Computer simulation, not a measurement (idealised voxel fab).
You're looking at the process module voxel capacitor over wiring.
This is section cut - it's 245 nm across, gridded in 5 nm square cells.
This document writes a cross-section as a grid whose cells are square, and gives it as bands, listed from the top down; one or more rows of cells form a band.
Top, bottom (nm), then materials left to right with widths (nm); lone material tagged "full width" fills the whole band edge to edge; "air" = empty space.
Counting heights begins at 0, where everything beneath is, in the wafer as received, one material. The lowest band has no bottom; it goes on downwards, as "0 and below" shows.
A two-number width, for instance "30->40", indicates that the width is equal to the first number in the top row of the band and to the second number in the bottom row, and that it changes by a constant amount per row of cells.
Where the words "all unchanged" appear for a step, the cross-section shows no cell changed by that step; every cell remained as before.
The entry "Fully sealed voids" lists the empty spaces that cover at least 8 cells and have no open path to the top. Each is written as width x height at distance, where the distance is measured from the left edge and all three values are in nm.
Anything after a step's settings on that line? It's the simulator's own note about the step.
overlay nm: right-of-plan distance of the mask on a masked step; negative values mean left-of-plan.

# So here's the lineup of process steps we planned
- 1: RECEIVE,material Si
- 2: CONFORMAL_DEP,material SiO2,thk nm 15
- 3: CONFORMAL_DEP,material SiN,thk nm 5
- 4: DIRECTIONAL_DEP,material SiO2,thk nm 25
- 5: DIRECTIONAL_DEP,material aC,thk nm 10
- 6: PATTERN,tone open,mask id METAL_1,material resist,width nm 20,pitch nm 95,thk nm 30,overlay nm 0
- 7: DIRECTIONAL_ETCH,etch materials aC,depth nm 10
- 8: STRIP,etch materials resist
- 9: DIRECTIONAL_ETCH,etch materials SiO2,depth nm 25
- 10: DIRECTIONAL_ETCH,etch materials SiN,depth nm 5
- 11: STRIP,etch materials aC
- 12: CONFORMAL_DEP,material TiN,thk nm 5
- 13: FILL_DEP,material Cu,thk nm 10
- 14: CMP,height nm 45
- 15: CONFORMAL_DEP,material SiCN,thk nm 5
- 16: DIRECTIONAL_DEP,material SiO2,thk nm 15
- 17: PATTERN,tone open,mask id PLUG_1,material resist,width nm 15,thk nm 20,overlay nm 0
- 18: DIRECTIONAL_ETCH,etch materials SiO2,depth nm 15
- 19: DIRECTIONAL_ETCH,etch materials SiCN,depth nm 5
- 20: STRIP,etch materials resist
- 21: CONFORMAL_DEP,material TiN,thk nm 5
- 22: FILL_DEP,material Cu,thk nm 10
- 23: CMP,height nm 65
- 24: DIRECTIONAL_DEP,material TiN,thk nm 10
- 25: DIRECTIONAL_DEP,material HfO2,thk nm 5
- 26: DIRECTIONAL_DEP,material TiN,thk nm 5
- 27: PATTERN,tone cover,mask id UPPER_PLATE,material resist,width nm 70,thk nm 15,overlay nm 0
- 28: DIRECTIONAL_ETCH,etch materials TiN,depth nm 5
- 29: DIRECTIONAL_ETCH,etch materials HfO2,depth nm 5
- 30: STRIP,etch materials resist
- 31: DIRECTIONAL_DEP,material aC,thk nm 10
- 32: PATTERN,tone cover,mask id LOWER_PLATE,material resist,width nm 80,thk nm 30,overlay nm 0
- 33: DIRECTIONAL_ETCH,etch materials aC,depth nm 10
- 34: STRIP,etch materials resist
- 35: DIRECTIONAL_ETCH,etch materials TiN,depth nm 10
- 36: STRIP,etch materials aC
- 37: FILL_DEP,material SiO2,thk nm 15
- 38: CMP,height nm 95
- 39: DIRECTIONAL_DEP,material aC,thk nm 15
- 40: PATTERN,tone open,mask id PLUG_2,material resist,width nm 15,thk nm 35,overlay nm 0
- 41: DIRECTIONAL_ETCH,etch materials aC,depth nm 15
- 42: STRIP,etch materials resist
- 43: DIRECTIONAL_ETCH,etch materials SiO2,depth nm 10
- 44: STRIP,etch materials aC
- 45: CONFORMAL_DEP,material TiN,thk nm 5
- 46: FILL_DEP,material W,thk nm 10
- 47: CMP,height nm 95
- 48: CONFORMAL_DEP,material SiN,thk nm 5
For this document, wafers share an identical start and vary in the step 6 width nm; the plan quotes the first wafer's value.

# As received, i.e. after step 1: cross-section through the first of several wafers
* 0 and below = Si full width
* Fully sealed voids: none

# First of several wafers, sectioned at end of module (last step: step 48)
* 100 down to 95 = SiN full width
* 95 down to 90 = SiO2 (85) | TiN (5) | W (5) | TiN (5) | SiO2 (145)
* 90 down to 80 = SiO2 (85->75) | TiN (15->70) | SiO2 (145->100)
* 80 down to 75 = SiO2 (75) | HfO2 (70) | SiO2 (100)
* 75 down to 65 = SiO2 (70) | TiN (80) | SiO2 (95)
* 65 down to 50 = SiO2 (75) | TiN (5) | Cu (5) | TiN (5) | SiO2 (155)
* 50 down to 45 = SiCN (75) | TiN (15) | SiCN (155)
* 45 down to 20 = SiO2 (65) | TiN (5) | Cu (10) | TiN (5) | SiO2 (75) | TiN (5) | Cu (10) | TiN (5) | SiO2 (65)
* 20 down to 15 = SiN (65) | TiN (20) | SiN (75) | TiN (20) | SiN (65)
* 15 down to 0 = SiO2 full width
* 0 and below = Si full width
* Fully sealed voids: none

# Cross-section, module end, final of several wafers
* 100 down to 95 = SiN full width
* 95 down to 90 = SiO2 (85) | TiN (5) | W (5) | TiN (5) | SiO2 (145)
* 90 down to 80 = SiO2 (85->75) | TiN (15->70) | SiO2 (145->100)
* 80 down to 75 = SiO2 (75) | HfO2 (70) | SiO2 (100)
* 75 down to 65 = SiO2 (70) | TiN (80) | SiO2 (95)
* 65 down to 50 = SiO2 (75) | TiN (5) | Cu (5) | TiN (5) | SiO2 (155)
* 50 down to 45 = SiCN (75) | TiN (15) | SiCN (155)
* 45 down to 20 = SiO2 (55) | TiN (5) | Cu (35) | TiN (5) | SiO2 (50) | TiN (5) | Cu (35) | TiN (5) | SiO2 (50)
* 20 down to 15 = SiN (55) | TiN (45) | SiN (50) | TiN (45) | SiN (50)
* 15 down to 0 = SiO2 full width
* 0 and below = Si full width
* Fully sealed voids: none

# Per-wafer rows below. For each material: cells gained (+) or lost (-) since the wafer was received, as of end of module. Then: closed voids
width nm 20 | +23 Cu | +14 HfO2 | +46 SiCN | +90 SiN | +718 SiO2 | +88 TiN | +1 W | Fully sealed voids: none
width nm 25 | +33 Cu | +14 HfO2 | +46 SiCN | +88 SiN | +708 SiO2 | +90 TiN | +1 W | Fully sealed voids: none
width nm 30 | +43 Cu | +14 HfO2 | +46 SiCN | +86 SiN | +698 SiO2 | +92 TiN | +1 W | Fully sealed voids: none
width nm 35 | +53 Cu | +14 HfO2 | +46 SiCN | +84 SiN | +688 SiO2 | +94 TiN | +1 W | Fully sealed voids: none
width nm 40 | +63 Cu | +14 HfO2 | +46 SiCN | +82 SiN | +678 SiO2 | +96 TiN | +1 W | Fully sealed voids: none
width nm 45 | +73 Cu | +14 HfO2 | +46 SiCN | +80 SiN | +668 SiO2 | +98 TiN | +1 W | Fully sealed voids: none
